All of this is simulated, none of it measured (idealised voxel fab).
Herein follows the process module entitled voxel capacitor over wiring.
The cross-section on display is named cut; it measures 265 nm wide, and its cells are 5 nm squares.
Throughout this document, each cross-section is represented as a grid of square cells and is presented as a sequence of bands enumerated from the top downward, where a band comprises one or more rows of cells.
Heights first: top, then bottom, in nm. Then materials, left to right, each with a width in nm. "everywhere" on a single material: fills the band edge to edge. "blank": empty space.
Ref level 0: as-received wafer is one material below here. Bottom band extends down with no lower bound ("0 and below").
Width: "30->40" (first number = top row, second number = bottom row, same change from row to row of cells).
A step reported as "remained unchanged" is a step in which no cell of the cross-section changed.
Empty spaces without an open route to the top, at least 8 cells in extent, make up the entry "Closed-off voids"; each is given as width x height at distance, where the distance is measured from the left edge, and all are in nm.
Post-settings text on a step line: simulator's own remark regarding the step.
Regarding "overlay nm": on a step with a mask, it is the distance the mask lay to the right of its planned place; a negative value places it to the left.

-- Planned process steps
1: RECEIVE [material Si]
2: CONFORMAL_DEP [material SiO2] [thk nm 10]
3: DIRECTIONAL_DEP [material TiN] [thk nm 5]
4: DIRECTIONAL_DEP [material W] [thk nm 20]
5: PATTERN [tone cover] [mask id METAL_1] [material resist] [width nm 25] [pitch nm 75] [thk nm 20] [overlay nm 0]
6: DIRECTIONAL_ETCH [etch materials W] [depth nm 20]
7: DIRECTIONAL_ETCH [etch materials TiN] [depth nm 5]
8: STRIP [etch materials resist]
9: FILL_DEP [material lowk] [thk nm 10]
10: CMP [height nm 35]
11: CONFORMAL_DEP [material SiCN] [thk nm 5]
12: DIRECTIONAL_DEP [material lowk] [thk nm 20]
13: DIRECTIONAL_DEP [material aC] [thk nm 15]
14: PATTERN [tone open] [mask id PLUG_1] [material resist] [width nm 15] [thk nm 30] [overlay nm 0]
15: DIRECTIONAL_ETCH [etch materials aC] [depth nm 15]
16: STRIP [etch materials resist]
17: DIRECTIONAL_ETCH [etch materials lowk] [depth nm 20]
18: DIRECTIONAL_ETCH [etch materials SiCN] [depth nm 5]
19: STRIP [etch materials aC]
20: EPI [material Ru] [thk nm 10]
21: EPI [material Ru] [thk nm 10]
22: EPI [material Ru] [thk nm 5]
23: DIRECTIONAL_DEP [material TiN] [thk nm 5]
24: DIRECTIONAL_DEP [material SiN] [thk nm 5]
25: DIRECTIONAL_DEP [material TiN] [thk nm 10]
26: DIRECTIONAL_DEP [material aC] [thk nm 15]
27: PATTERN [tone cover] [mask id UPPER_PLATE] [material resist] [width nm 55] [thk nm 30] [overlay nm 0]
28: DIRECTIONAL_ETCH [etch materials aC] [depth nm 15]
29: STRIP [etch materials resist]
30: DIRECTIONAL_ETCH [etch materials TiN] [depth nm 10]
31: DIRECTIONAL_ETCH [etch materials SiN] [depth nm 5]
32: STRIP [etch materials aC]
33: MASKED_ETCH [tone cover] [mask id LOWER_PLATE] [width nm 65] [etch materials TiN] [depth nm 5] [overlay nm 0]
34: FILL_DEP [material SiO2] [thk nm 15]
35: CMP [height nm 90]
36: DIRECTIONAL_DEP [material aC] [thk nm 15]
37: PATTERN [tone open] [mask id PLUG_2] [material resist] [width nm 15] [thk nm 30] [overlay nm 0]
38: DIRECTIONAL_ETCH [etch materials aC] [depth nm 5]
39: STRIP [etch materials resist]
40: DIRECTIONAL_ETCH [etch materials SiO2] [depth nm 10]
41: STRIP [etch materials aC]
42: CONFORMAL_DEP [material TiN] [thk nm 5]
43: FILL_DEP [material W] [thk nm 10]
44: CMP [height nm 90]
45: CONFORMAL_DEP [material SiCN] [thk nm 5]
All wafers enter the flow in the same state. The depth nm at step 38 differs from wafer to wafer, and the plan gives the value for the first wafer.

-- Sectional view: first of several wafers, as received, after step 1
	0 and below  Si everywhere
	Closed-off voids: none

-- The following table contains a row per wafer, in which are reported, at the conclusion of the module, the cells of each material gained (+) or lost (-) since the wafer's receipt, with its closed voids given thereafter
depth nm 5 | +15 Ru | +103 SiCN | +11 SiN | +378 SiO2 | +45 TiN | +40 W | +415 lowk | Closed-off voids: none
depth nm 10 | +15 Ru | +103 SiCN | +11 SiN | +378 SiO2 | +45 TiN | +40 W | +415 lowk | Closed-off voids: none
depth nm 15 | +15 Ru | +103 SiCN | +11 SiN | +372 SiO2 | +50 TiN | +41 W | +415 lowk | Closed-off voids: none
depth nm 20 | +15 Ru | +103 SiCN | +11 SiN | +372 SiO2 | +50 TiN | +41 W | +415 lowk | Closed-off voids: none
depth nm 25 | +15 Ru | +103 SiCN | +11 SiN | +372 SiO2 | +50 TiN | +41 W | +415 lowk | Closed-off voids: none
depth nm 30 | +15 Ru | +103 SiCN | +11 SiN | +372 SiO2 | +50 TiN | +41 W | +415 lowk | Closed-off voids: none
